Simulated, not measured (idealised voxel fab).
Documented hereafter: the process module known as voxel gate over fins.
We display cut, a cross-section 185 nm in width whose square cells are each 5 nm.
Square cells in a grid make up a cross-section in this document, and the grid is given as bands, listed from the top down, each one or more rows of cells.
For a band, the entry starts with two heights in nm, that of the top and then that of the bottom, and carries on with the band's materials in order from left to right, each alongside its width in nm; the word "all across" beside a single material means it fills the band edge to edge, and "empty" means empty space.
A quick word on heights: they are counted from 0, and under that level the wafer as it came to us is one material throughout. The lowest band is different from the rest in having no bottom; it simply continues downward, written as in "0..down".
Width: "30 to 40" (first number = top row, second number = bottom row, same change from row to row of cells).
When a step is marked "identical to before", none of the cells in the cross-section changed during that step.
The label "Fully sealed cavities" introduces a list of the empty spaces, 8 cells or larger, that have no open way up to the top; each entry in it reads width x height at distance, where the distance is taken from the left edge and all three are stated in nm.
If you see something after the settings on a step's line, that's the simulator's own remark about that step.
The optional step-line setting "overlay nm" applies to steps with a mask and quantifies how far to the right of its planned location the mask lay, a negative value indicating leftward placement.
PLANNED STEP LIST FOR THE PROCESS
- 1: op RECEIVE | material Si
- 2: op CONFORMAL_DEP | material SiN | thk nm 5
- 3: op PATTERN | tone cover | mask id FINS | material resist | width nm 15 | pitch nm 35 | thk nm 20 | overlay nm 0
- 4: op DIRECTIONAL_ETCH | etch materials SiN | depth nm 5
- 5: op DIRECTIONAL_ETCH | etch materials Si | depth nm 40
- 6: op STRIP | etch materials resist
- 7: op FILL_DEP | material SiO2 | thk nm 10
- 8: op CMP | height nm 5
- 9: op SELECTIVE_ETCH | etch materials SiO2 | depth nm 15
- 10: op STRIP | etch materials SiN
- 11: op CONFORMAL_DEP | material HfO2 | thk nm 5
- 12: op CONFORMAL_DEP | material TiN | thk nm 5
- 13: op FILL_DEP | material W | thk nm 10
- 14: op CMP | height nm 15
- 15: op CONFORMAL_DEP | material SiCN | thk nm 10
CROSS-SECTIONAL VIEW OF THE WAFER IN ITS AS-RECEIVED CONDITION, CORRESPONDING TO THE STATE AFTER STEP 1
    0..down | Si all across
    Fully sealed cavities: none
WAFER CROSS-SECTION AT END OF MODULE: START AND PLAN AS SHOWN ABOVE, ONE EXECUTION ERROR
    25..15 | SiCN all across
    15..10 | W all across
    10..5 | TiN all across
    5..0 | 55 of HfO2 / 5 of TiN / 30 of HfO2 / 5 of TiN / 30 of HfO2 / 5 of TiN / 55 of HfO2
    0..-5 | 50 of Si / 5 of HfO2 / 5 of TiN / 5 of HfO2 / 20 of Si / 5 of HfO2 / 5 of TiN / 5 of HfO2 / 20 of Si / 5 of HfO2 / 5 of TiN / 5 of HfO2 / 50 of Si
    -5..-10 | 50 of Si / 15 of HfO2 / 20 of Si / 15 of HfO2 / 20 of Si / 15 of HfO2 / 50 of Si
    -10..-40 | 50 of Si / 15 of SiO2 / 20 of Si / 15 of SiO2 / 20 of Si / 15 of SiO2 / 50 of Si
    -40..down | Si all across
    Fully sealed cavities: none
Which mistake was made when the wafer was run? the process deviated at step 3: the operation and settings actually run there were op PATTERN | tone open | mask id FINS | material resist | width nm 15 | pitch nm 35 | thk nm 20 | overlay nm 0
